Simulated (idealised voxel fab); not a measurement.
process module | voxel self aligned contacts
cross-section cut | 170 nm wide | cells 5 nm
A cross-section is a grid of square cells, given in bands from the top down. A band is one or more rows of cells.
Each band's line starts with the height of the band's top and of its bottom, in nm. Then come its materials from left to right, each with its width in nm. One material with "throughout" fills the band from edge to edge. "air" is empty space.
Height 0 is the level under which the wafer as received is all one material. The lowest band goes on downwards, as in "0 down".
A width such as "30 to 40" changes by the same amount from each row of cells to the next, from the band's top row to its bottom row.
"no change" after a step means that no cell of the cross-section changed.
closed voids: empty space of 8 cells or more with no open way to the top, each as width x height at its distance from the left edge, in nm
after a step's settings: what the simulator itself notes on the step
overlay nm, on a step with a mask: how far to the right of its planned place the mask lay; to the left if negative
plan
1 op RECEIVE | material Si
2 op OXIDIZE | depth nm 5
3 op DIRECTIONAL_DEP | material polySi | thk nm 25
4 op DIRECTIONAL_DEP | material SiN | thk nm 20
5 op DIRECTIONAL_DEP | material aC | thk nm 10
6 op PATTERN | tone cover | mask id GATE | material resist | width nm 30 | pitch nm 65 | thk nm 30 | overlay nm 0
7 op DIRECTIONAL_ETCH | etch materials aC | depth nm 10
8 op STRIP | etch materials resist
9 op DIRECTIONAL_ETCH | etch materials SiN | depth nm 20
10 op DIRECTIONAL_ETCH | etch materials polySi | depth nm 25
11 op STRIP | etch materials aC
12 op CONFORMAL_DEP | material SiN | thk nm 10
13 op DIRECTIONAL_ETCH | etch materials SiN | depth nm 10
14 op FILL_DEP | material SiO2 | thk nm 20
15 op CMP | height nm 55
16 op DIRECTIONAL_DEP | material aC | thk nm 10
17 op PATTERN | tone open | mask id CONTACT | material resist | width nm 45 | thk nm 25 | overlay nm 0
18 op DIRECTIONAL_ETCH | etch materials aC | depth nm 10
19 op STRIP | etch materials resist
20 op DIRECTIONAL_ETCH | etch materials SiO2 | depth nm 60
21 op STRIP | etch materials aC
22 op CONFORMAL_DEP | material TiN | thk nm 5
23 op FILL_DEP | material Ru | thk nm 10
24 op CMP | height nm 55
25 op CONFORMAL_DEP | material SiCN | thk nm 5
first wafer, as planned
as received, after step 1
  0 down: Si throughout
  closed voids: none
after step 2
  0 to -5: SiO2 throughout
  below -5: unchanged
after step 3
  25 to 0: polySi throughout
  below 0: unchanged
after step 4
  45 to 25: SiN throughout
  below 25: unchanged
after step 5
  55 to 45: aC throughout
  below 45: unchanged
after step 6
  85 to 55: air 35 | resist 30 | air 35 | resist 30 | air 40
  below 55: unchanged
after step 7
  75 to 55: air 35 | resist 30 | air 35 | resist 30 | air 40
  55 to 45: air 35 | aC 30 | air 35 | aC 30 | air 40
  below 45: unchanged
after step 8
  55 to 45: air 35 | aC 30 | air 35 | aC 30 | air 40
  below 45: unchanged
after step 9
  55 to 45: air 35 | aC 30 | air 35 | aC 30 | air 40
  45 to 25: air 35 | SiN 30 | air 35 | SiN 30 | air 40
  below 25: unchanged
after step 10
  55 to 45: air 35 | aC 30 | air 35 | aC 30 | air 40
  45 to 25: air 35 | SiN 30 | air 35 | SiN 30 | air 40
  25 to 0: air 35 | polySi 30 | air 35 | polySi 30 | air 40
  below 0: unchanged
after step 11
  45 to 25: air 35 | SiN 30 | air 35 | SiN 30 | air 40
  below 25: unchanged
after step 12
  55 to 25: air 25 | SiN 50 | air 15 | SiN 50 | air 30
  25 to 10: air 25 | SiN 10 | polySi 30 | SiN 10 | air 15 | SiN 10 | polySi 30 | SiN 10 | air 30
  10 to 0: SiN 35 | polySi 30 | SiN 35 | polySi 30 | SiN 40
  below 0: unchanged
after step 13
  45 to 25: air 25 | SiN 50 | air 15 | SiN 50 | air 30
  25 to 0: air 25 | SiN 10 | polySi 30 | SiN 10 | air 15 | SiN 10 | polySi 30 | SiN 10 | air 30
  below 0: unchanged
after step 14
  65 to 45: SiO2 throughout
  45 to 25: SiO2 25 | SiN 50 | SiO2 15 | SiN 50 | SiO2 30
  25 to 0: SiO2 25 | SiN 10 | polySi 30 | SiN 10 | SiO2 15 | SiN 10 | polySi 30 | SiN 10 | SiO2 30
  below 0: unchanged
after step 15
  55 to 45: SiO2 throughout
  below 45: unchanged
after step 16
  65 to 55: aC throughout
  below 55: unchanged
after step 17
  90 to 65: resist 60 | air 45 | resist 65
  below 65: unchanged
after step 18
  80 to 65: resist 60 | air 45 | resist 65
  65 to 55: aC 60 | air 45 | aC 65
  below 55: unchanged
after step 19
  65 to 55: aC 60 | air 45 | aC 65
  below 55: unchanged
after step 20
  65 to 55: aC 60 | air 45 | aC 65
  55 to 45: SiO2 60 | air 45 | SiO2 65
  45 to 25: SiO2 25 | SiN 50 | air 15 | SiN 50 | SiO2 30
  25 to 0: SiO2 25 | SiN 10 | polySi 30 | SiN 10 | air 15 | SiN 10 | polySi 30 | SiN 10 | SiO2 30
  0 to -5: SiO2 75 | air 15 | SiO2 80
  below -5: unchanged
after step 21
  55 to 45: SiO2 60 | air 45 | SiO2 65
  below 45: unchanged
after step 22
  60 to 55: TiN 65 | air 35 | TiN 70
  55 to 45: SiO2 60 | TiN 5 to 20 | air 35 to 5 | TiN 5 to 20 | SiO2 65
  45 to 25: SiO2 25 | SiN 50 | TiN 5 | air 5 | TiN 5 | SiN 50 | SiO2 30
  25 to 0: SiO2 25 | SiN 10 | polySi 30 | SiN 10 | TiN 5 | air 5 | TiN 5 | SiN 10 | polySi 30 | SiN 10 | SiO2 30
  0 to -5: SiO2 75 | TiN 15 | SiO2 80
  below -5: unchanged
after step 23
  70 to 60: Ru throughout
  60 to 55: TiN 65 | Ru 35 | TiN 70
  55 to 45: SiO2 60 | TiN 5 to 20 | Ru 35 to 5 | TiN 5 to 20 | SiO2 65
  45 to 25: SiO2 25 | SiN 50 | TiN 5 | Ru 5 | TiN 5 | SiN 50 | SiO2 30
  25 to 0: SiO2 25 | SiN 10 | polySi 30 | SiN 10 | TiN 5 | Ru 5 | TiN 5 | SiN 10 | polySi 30 | SiN 10 | SiO2 30
  below 0: unchanged
after step 24
  55 to 45: SiO2 60 | TiN 5 to 20 | Ru 35 to 5 | TiN 5 to 20 | SiO2 65
  below 45: unchanged
after step 25
  60 to 55: SiCN throughout
  below 55: unchanged
second wafer: like start, like plan, one mistake. Through step 23 it matches the first wafer
when step 24 should have ended
  60 to 55: TiN 65 | Ru 35 | TiN 70
  below 55: unchanged
when step 25 should have ended
  65 to 60: SiCN throughout
  below 60: unchanged
what went wrong: step 24 ran as: op CMP | height nm 60
at the end the second wafer has, in cells: 7 more of Ru | 27 more of TiN
